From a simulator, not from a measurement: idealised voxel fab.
Process module, titled voxel self aligned vias
Shown is cross-section cut, with a width of 235 nm and square cells of size 5 nm.
A cross-section is a grid of square cells, given in bands from the top down. A band is one or more rows of cells.
First you get the band's top height and its bottom height, in nm, and then the materials it's made of, left to right, with each width in nm. If you see a single material with "all across", that one covers the band edge to edge. "air" is empty space.
Height is counted from the level 0, under which the received wafer is composed throughout of one material. The lowest of the bands is not closed at the bottom but continues downward, in the notation "top 0, no bottom".
A two-number width, for instance "30..40", indicates that the width is equal to the first number in the top row of the band and to the second number in the bottom row, and that it changes by a constant amount per row of cells.
When a step is marked "remained the same", none of the cells in the cross-section changed during that step.
Entry "Enclosed void catalog". Content: empty spaces with no open connection to the top, size 8 cells or greater. Each: width x height at distance. Distance: from left edge. Unit: nm.
Where a step's line continues beyond its settings, the continuation is a remark by the simulator itself on that step.
overlay nm: how far to the right of its planned place the mask lay on this masked step (negative: to the left).

[Process steps - plan]
- 1: op RECEIVE | material Si
- 2: op CONFORMAL_DEP | material SiO2 | thk nm 10
- 3: op CONFORMAL_DEP | material SiCN | thk nm 5
- 4: op DIRECTIONAL_DEP | material SiO2 | thk nm 20
- 5: op PATTERN | tone open | mask id LINES | material resist | width nm 30 | pitch nm 70 | thk nm 20 | overlay nm 0
- 6: op DIRECTIONAL_ETCH | etch materials SiO2 | depth nm 20
- 7: op STRIP | etch materials resist
- 8: op CONFORMAL_DEP | material TiN | thk nm 5
- 9: op FILL_DEP | material Ru | thk nm 5
- 10: op CMP | height nm 35
- 11: op SELECTIVE_ETCH | etch materials W Ru TiN | depth nm 10
- 12: op FILL_DEP | material SiN | thk nm 5
- 13: op CMP | height nm 35
- 14: op DIRECTIONAL_DEP | material SiO2 | thk nm 15
- 15: op DIRECTIONAL_DEP | material aC | thk nm 15
- 16: op PATTERN | tone open | mask id VIAS | material resist | width nm 50 | pitch nm 70 | thk nm 35 | overlay nm 0
- 17: op DIRECTIONAL_ETCH | etch materials aC | depth nm 15
- 18: op STRIP | etch materials resist
- 19: op DIRECTIONAL_ETCH | etch materials SiO2 | depth nm 15
- 20: op DIRECTIONAL_ETCH | etch materials SiN | depth nm 10
- 21: op STRIP | etch materials aC
- 22: op CONFORMAL_DEP | material TiN | thk nm 5
- 23: op FILL_DEP | material W | thk nm 5
- 24: op CMP | height nm 50
- 25: op CONFORMAL_DEP | material SiCN | thk nm 5

[Cross-sectional view of the wafer in its as-received condition, corresponding to the state after step 1]
* top 0, no bottom: Si all across
* Enclosed void catalog: none

[Post-module cross-section of the first of two wafers (run per plan)]
* top 55, bottom 50: SiCN all across
* top 50, bottom 40: SiO2 20; TiN 5; W 40; TiN 5; SiO2 20; TiN 5; W 40; TiN 5; SiO2 20; TiN 5; W 40; TiN 5; SiO2 25
* top 40, bottom 30: SiO2 20..30; TiN 15..5; W 20; TiN 15..5; SiO2 20..40; TiN 15..5; W 20; TiN 15..5; SiO2 20..40; TiN 15..5; W 20; TiN 15..5; SiO2 25..35
* top 30, bottom 25: SiO2 30; TiN 30; SiO2 40; TiN 30; SiO2 40; TiN 30; SiO2 35
* top 25, bottom 20: SiO2 30; TiN 5; Ru 20; TiN 5; SiO2 40; TiN 5; Ru 20; TiN 5; SiO2 40; TiN 5; Ru 20; TiN 5; SiO2 35
* top 20, bottom 15: SiO2 30; TiN 30; SiO2 40; TiN 30; SiO2 40; TiN 30; SiO2 35
* top 15, bottom 10: SiCN all across
* top 10, bottom 0: SiO2 all across
* top 0, no bottom: Si all across
* Enclosed void catalog: none

[Wafer two, end of module, cross-section. Same start, same plan as wafer one. One mistake in the run]
* top 55, bottom 50: SiCN all across
* top 50, bottom 40: SiO2 20; TiN 5; W 40; TiN 5; SiO2 20; TiN 5; W 40; TiN 5; SiO2 20; TiN 5; W 40; TiN 5; SiO2 25
* top 40, bottom 30: SiO2 20..30; TiN 15..5; W 20; TiN 15..5; SiO2 20..40; TiN 15..5; W 20; TiN 15..5; SiO2 20..40; TiN 15..5; W 20; TiN 15..5; SiO2 25..35
* top 30, bottom 25: SiO2 30; TiN 30; SiO2 40; TiN 30; SiO2 40; TiN 30; SiO2 35
* top 25, bottom 20: SiO2 30; SiN 30; SiO2 40; SiN 30; SiO2 40; SiN 30; SiO2 35
* top 20, bottom 15: SiO2 30; TiN 30; SiO2 40; TiN 30; SiO2 40; TiN 30; SiO2 35
* top 15, bottom 10: SiCN all across
* top 10, bottom 0: SiO2 all across
* top 0, no bottom: Si all across
* Enclosed void catalog: none
Here's what went sideways: step 11 was processed under conditions differing from the plan, specifically as op SELECTIVE_ETCH | etch materials W Ru TiN | depth nm 15
Looking at both finished wafers in cells, the second ends up ahead of or behind the first on some materials: Ru: 12 fewer | SiN: 18 more | TiN: 6 fewer
